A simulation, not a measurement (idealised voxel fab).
The following process module bears the name voxel wiring stack.
Displayed cross-section: cut, width of 230 nm, square cells sized 5 nm.
Heads up, the way a cross-section reads in here is a grid of square cells, handed over as bands from the top down, with every band being one or more rows of cells.
Heads up on the band format: heights come first, top then bottom, in nm. After that it's the materials left to right, each with its width in nm. A single material flagged "everywhere" fills the whole band edge to edge, and "blank" means there's empty space there.
Measure heights from 0. That's the level where, below it, the as-received wafer is all one material. The lowest band is bottomless and extends downward; write it as in "0 -> down".
Width "30..40": first value at the band's top row of cells, second value at its bottom row, equal change from row to row.
Reading "left unchanged" for a step: not a cell of the cross-section changed in it.
Closed-off voids of 8+ cells (no open route to the top) go in "Sealed void inventory", written width x height at distance from the left edge, in nm.
Heads up: the bit after the settings on a step's line is the simulator's remark on that step.
"overlay nm" on a masked step: distance the mask lay right of its planned place, negative for left.

So here's the lineup of process steps we planned:
1. RECEIVE, material Si
2. CONFORMAL_DEP, material SiO2, thk nm 10
3. DIRECTIONAL_DEP, material TiN, thk nm 5
4. DIRECTIONAL_DEP, material Ru, thk nm 25
5. PATTERN, tone cover, mask id METAL_1, material resist, width nm 20, pitch nm 35, thk nm 15, overlay nm 0
6. DIRECTIONAL_ETCH, etch materials Ru, depth nm 25
7. DIRECTIONAL_ETCH, etch materials TiN, depth nm 5
8. STRIP, etch materials resist
9. CONFORMAL_DEP, material SiCN, thk nm 5
10. FILL_DEP, material SiO2, thk nm 10
11. CMP, height nm 40
12. CONFORMAL_DEP, material SiCN, thk nm 5
13. DIRECTIONAL_DEP, material SiO2, thk nm 20
14. MASKED_ETCH, tone open, mask id PLUG_1, width nm 15, pitch nm 70, etch materials SiO2, depth nm 20, overlay nm 0
15. MASKED_ETCH, tone open, mask id PLUG_1, width nm 15, pitch nm 70, etch materials SiCN, depth nm 5, overlay nm 0
16. EPI, material Ru, thk nm 10
17. EPI, material Ru, thk nm 10
18. EPI, material Ru, thk nm 5
19. CONFORMAL_DEP, material SiCN, thk nm 5
20. DIRECTIONAL_DEP, material SiO2, thk nm 15
21. DIRECTIONAL_DEP, material aC, thk nm 10
22. PATTERN, tone open, mask id METAL_2, material resist, width nm 20, pitch nm 35, thk nm 25, overlay nm 0
23. DIRECTIONAL_ETCH, etch materials aC, depth nm 10
24. STRIP, etch materials resist
25. DIRECTIONAL_ETCH, etch materials SiO2, depth nm 15
26. DIRECTIONAL_ETCH, etch materials SiCN, depth nm 5
27. STRIP, etch materials aC
28. CONFORMAL_DEP, material TiN, thk nm 5
29. FILL_DEP, material Ru, thk nm 10
30. CMP, height nm 85
31. CONFORMAL_DEP, material SiCN, thk nm 5
32. DIRECTIONAL_DEP, material SiO2, thk nm 20
33. PATTERN, tone open, mask id PLUG_2, material resist, width nm 15, pitch nm 70, thk nm 20, overlay nm 0
34. DIRECTIONAL_ETCH, etch materials SiO2, depth nm 20
35. DIRECTIONAL_ETCH, etch materials SiCN, depth nm 5
36. STRIP, etch materials resist
37. CONFORMAL_DEP, material TiN, thk nm 5
38. FILL_DEP, material Ru, thk nm 5
39. CMP, height nm 110
40. CONFORMAL_DEP, material SiN, thk nm 5
41. DIRECTIONAL_DEP, material lowk, thk nm 20
42. PATTERN, tone open, mask id METAL_3, material resist, width nm 20, pitch nm 35, thk nm 15, overlay nm 0
43. DIRECTIONAL_ETCH, etch materials lowk, depth nm 20
44. DIRECTIONAL_ETCH, etch materials SiN, depth nm 5
45. STRIP, etch materials resist
46. CONFORMAL_DEP, material TiN, thk nm 5
47. FILL_DEP, material Cu, thk nm 5
48. CMP, height nm 135
49. CONFORMAL_DEP, material SiCN, thk nm 5
50. DIRECTIONAL_DEP, material lowk, thk nm 25
51. MASKED_ETCH, tone open, mask id METAL_4_HOLES, width nm 15, pitch nm 35, etch materials lowk, depth nm 25, overlay nm 0
52. MASKED_ETCH, tone open, mask id METAL_4, width nm 20, pitch nm 35, etch materials lowk, depth nm 15, overlay nm 0
53. MASKED_ETCH, tone open, mask id METAL_4, width nm 20, pitch nm 35, etch materials SiCN, depth nm 5, overlay nm 0
54. CONFORMAL_DEP, material TiN, thk nm 5
55. FILL_DEP, material Cu, thk nm 10
56. CMP, height nm 165
57. CONFORMAL_DEP, material SiCN, thk nm 5

Cross-section of the wafer upon arrival, representing the state reached after step 1:
	0 -> down = Si everywhere
	Sealed void inventory: none

The module was run from the start shown above using the plan shown above, but one mistake was made doing it; the resulting wafer cross-section is below:
	170 -> 165 = SiCN everywhere
	165 -> 140 = Cu everywhere
	140 -> 135 = SiCN everywhere
	135 -> 115 = 50 lowk | 5 TiN | 10 Cu | 5 TiN | 15 lowk | 5 TiN | 10 Cu | 5 TiN | 15 lowk | 5 TiN | 10 Cu | 5 TiN | 15 lowk | 5 TiN | 10 Cu | 5 TiN | 55 lowk
	115 -> 110 = 50 SiN | 20 TiN | 15 SiN | 20 TiN | 15 SiN | 20 TiN | 15 SiN | 20 TiN | 55 SiN
	110 -> 90 = 50 SiO2 | 5 TiN | 5 Ru | 5 TiN | 55 SiO2 | 5 TiN | 5 Ru | 5 TiN | 95 SiO2
	90 -> 85 = 50 SiCN | 15 TiN | 55 SiCN | 15 TiN | 95 SiCN
	85 -> 70 = 50 SiO2 | 5 TiN | 10 Ru | 5 TiN | 15 SiO2 | 5 TiN | 10 Ru | 5 TiN | 15 SiO2 | 5 TiN | 10 Ru | 5 TiN | 15 SiO2 | 5 TiN | 10 Ru | 5 TiN | 55 SiO2
	70 -> 65 = 50 SiCN | 20 TiN | 15 SiCN | 20 TiN | 15 SiCN | 20 TiN | 15 SiCN | 20 TiN | 55 SiCN
	65 -> 45 = 50 SiO2 | 15 Ru | 55 SiO2 | 15 Ru | 95 SiO2
	45 -> 40 = 50 SiCN | 15 Ru | 55 SiCN | 15 Ru | 95 SiCN
	40 -> 15 = 45 SiO2 | 5 SiCN | 20 Ru | 5 SiCN | 5 SiO2 | 5 SiCN | 20 Ru | 5 SiCN | 5 SiO2 | 5 SiCN | 20 Ru | 5 SiCN | 5 SiO2 | 5 SiCN | 20 Ru | 5 SiCN | 50 SiO2
	15 -> 10 = 50 SiCN | 20 TiN | 15 SiCN | 20 TiN | 15 SiCN | 20 TiN | 15 SiCN | 20 TiN | 55 SiCN
	10 -> 0 = SiO2 everywhere
	0 -> down = Si everywhere
	Sealed void inventory: none
Plan not followed: step 50 ran as: DIRECTIONAL_DEP, material Cu, thk nm 25
